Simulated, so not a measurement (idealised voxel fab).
Title: Process Module voxel self aligned contacts
Displayed cross-section: cut, width of 245 nm, square cells sized 5 nm.
Format of a cross-section: grid, square cells. Given as bands. Order: top down. Band: one or more rows of cells. First you get the band's top height and its bottom height, in nm, and then the materials it's made of, left to right, with each width in nm. If you see a single material with "throughout", that one covers the band edge to edge. "empty" is empty space. Zero point of the height axis is 0; under it, received wafer = one material. Lowest band: continues down indefinitely, "0 -> down". A two-number width, for instance "30..40", indicates that the width is equal to the first number in the top row of the band and to the second number in the bottom row, and that it changes by a constant amount per row of cells. The cross-section has no changed cell in any step marked "nothing was modified". Voids not open to the top, 8 cells minimum: see "Fully enclosed voids". Written width x height at distance; distance is from the left edge; nm. Where a step's line continues beyond its settings, the continuation is a remark by the simulator itself on that step. "overlay nm", when on a step's line for a step with a mask, measures how far to the right of its planned place the mask lay; a negative measure means to the left. How should the pairs below be read? Each gives the cross-section before one process step and the cross-section after it, the latter drawn only to the lowest band that changed; the step that lies between them, with its settings, appears under the pair. Does a pair pick up where the pair above left off? Only where its entry headed "Prior to step" says so, since pairs can come from different runs of this module on the same starting wafer.
**Prior to step**
> 65 -> 45: 35 of resist; 35 of empty; 35 of resist; 35 of empty; 35 of resist; 35 of empty; 35 of resist
> 45 -> 25: 35 of SiN; 35 of empty; 35 of SiN; 35 of empty; 35 of SiN; 35 of empty; 35 of SiN
> 25 -> 5: 35 of polySi; 35 of empty; 35 of polySi; 35 of empty; 35 of polySi; 35 of empty; 35 of polySi
> 5 -> 0: SiO2 throughout
> 0 -> down: Si throughout
> Fully enclosed voids: none
**Result of Step**
> 45 -> 25: 35 of SiN; 35 of empty; 35 of SiN; 35 of empty; 35 of SiN; 35 of empty; 35 of SiN
> For the remainder of the cross-section, below 25, there is no change.
> Fully enclosed voids: none
Link between the two cross-sections above: STRIP,etch materials resist
Prior to step: starting point is the after cross-section of the pair just above.
**Result of Step**
> 50 -> 25: 40 of SiN; 25 of empty; 45 of SiN; 25 of empty; 45 of SiN; 25 of empty; 40 of SiN
> 25 -> 10: 35 of polySi; 5 of SiN; 25 of empty; 5 of SiN; 35 of polySi; 5 of SiN; 25 of empty; 5 of SiN; 35 of polySi; 5 of SiN; 25 of empty; 5 of SiN; 35 of polySi
> 10 -> 5: 35 of polySi; 35 of SiN; 35 of polySi; 35 of SiN; 35 of polySi; 35 of SiN; 35 of polySi
> For the remainder of the cross-section, below 5, there is no change.
> Fully enclosed voids: none
Link between the two cross-sections above: CONFORMAL_DEP,material SiN,thk nm 5
Prior to step: starting point is the after cross-section of the pair just above.
**Result of Step**
> 45 -> 25: 40 of SiN; 25 of empty; 45 of SiN; 25 of empty; 45 of SiN; 25 of empty; 40 of SiN
> 25 -> 5: 35 of polySi; 5 of SiN; 25 of empty; 5 of SiN; 35 of polySi; 5 of SiN; 25 of empty; 5 of SiN; 35 of polySi; 5 of SiN; 25 of empty; 5 of SiN; 35 of polySi
> For the remainder of the cross-section, below 5, there is no change.
> Fully enclosed voids: none
Link between the two cross-sections above: DIRECTIONAL_ETCH,etch materials SiN,depth nm 5
Prior to step: starting point is the after cross-section of the pair just above.
**Result of Step**
> 55 -> 45: SiO2 throughout
> 45 -> 25: 40 of SiN; 25 of SiO2; 45 of SiN; 25 of SiO2; 45 of SiN; 25 of SiO2; 40 of SiN
> 25 -> 5: 35 of polySi; 5 of SiN; 25 of SiO2; 5 of SiN; 35 of polySi; 5 of SiN; 25 of SiO2; 5 of SiN; 35 of polySi; 5 of SiN; 25 of SiO2; 5 of SiN; 35 of polySi
> For the remainder of the cross-section, below 5, there is no change.
> Fully enclosed voids: none
Link between the two cross-sections above: FILL_DEP,material SiO2,thk nm 10
Prior to step: starting point is the after cross-section of the pair just above.
**Result of Step**
> 50 -> 45: SiO2 throughout
> For the remainder of the cross-section, below 45, there is no change.
> Fully enclosed voids: none
Link between the two cross-sections above: CMP,height nm 50
Prior to step: starting point is the after cross-section of the pair just above.
**Result of Step**
> 65 -> 50: aC throughout
> For the remainder of the cross-section, below 50, there is no change.
> Fully enclosed voids: none
Link between the two cross-sections above: DIRECTIONAL_DEP,material aC,thk nm 15
Prior to step: starting point is the after cross-section of the pair just above.
**Result of Step**
> 100 -> 65: 65 of resist; 45 of empty; 25 of resist; 45 of empty; 65 of resist
> For the remainder of the cross-section, below 65, there is no change.
> Fully enclosed voids: none
Link between the two cross-sections above: PATTERN,tone open,mask id CONTACT,material resist,width nm 45,pitch nm 70,thk nm 35,overlay nm 0
Prior to step: starting point is the after cross-section of the pair just above.
**Result of Step**
> 85 -> 65: 65 of resist; 45 of empty; 25 of resist; 45 of empty; 65 of resist
> 65 -> 50: 65 of aC; 45 of empty; 25 of aC; 45 of empty; 65 of aC
> For the remainder of the cross-section, below 50, there is no change.
> Fully enclosed voids: none
Link between the two cross-sections above: DIRECTIONAL_ETCH,etch materials aC,depth nm 15
Prior to step: starting point is the after cross-section of the pair just above.
**Result of Step**
> 65 -> 50: 65 of aC; 45 of empty; 25 of aC; 45 of empty; 65 of aC
> For the remainder of the cross-section, below 50, there is no change.
> Fully enclosed voids: none
Link between the two cross-sections above: STRIP,etch materials resist
Prior to step: starting point is the after cross-section of the pair just above.
**Result of Step**
> 65 -> 50: 65 of aC; 45 of empty; 25 of aC; 45 of empty; 65 of aC
> 50 -> 45: 65 of SiO2; 45 of empty; 25 of SiO2; 45 of empty; 65 of SiO2
> For the remainder of the cross-section, below 45, there is no change.
> Fully enclosed voids: none
Link between the two cross-sections above: DIRECTIONAL_ETCH,etch materials SiO2,depth nm 50
Prior to step: starting point is the after cross-section of the pair just above.
**Result of Step**
> 50 -> 45: 65 of SiO2; 45 of empty; 25 of SiO2; 45 of empty; 65 of SiO2
> For the remainder of the cross-section, below 45, there is no change.
> Fully enclosed voids: none
Link between the two cross-sections above: STRIP,etch materials aC
Prior to step: starting point is the after cross-section of the pair just above.
**Result of Step**
> 55 -> 50: 70 of TiN; 35 of empty; 35 of TiN; 35 of empty; 70 of TiN
> 50 -> 45: 65 of SiO2; 45 of TiN; 25 of SiO2; 45 of TiN; 65 of SiO2
> For the remainder of the cross-section, below 45, there is no change.
> Fully enclosed voids: none
Link between the two cross-sections above: CONFORMAL_DEP,material TiN,thk nm 5
Prior to step: starting point is the after cross-section of the pair just above.
**Result of Step**
> 60 -> 55: W throughout
> 55 -> 50: 70 of TiN; 35 of W; 35 of TiN; 35 of W; 70 of TiN
> For the remainder of the cross-section, below 50, there is no change.
> Fully enclosed voids: none
Link between the two cross-sections above: FILL_DEP,material W,thk nm 5
Prior to step: starting point is the after cross-section of the pair just above.
**Result of Step**
> 50 -> 45: 65 of SiO2; 45 of TiN; 25 of SiO2; 45 of TiN; 65 of SiO2
> For the remainder of the cross-section, below 45, there is no change.
> Fully enclosed voids: none
Link between the two cross-sections above: CMP,height nm 50
Prior to step: starting point is the after cross-section of the pair just above.
**Result of Step**
> 55 -> 50: SiCN throughout
> For the remainder of the cross-section, below 50, there is no change.
> Fully enclosed voids: none
Link between the two cross-sections above: CONFORMAL_DEP,material SiCN,thk nm 5
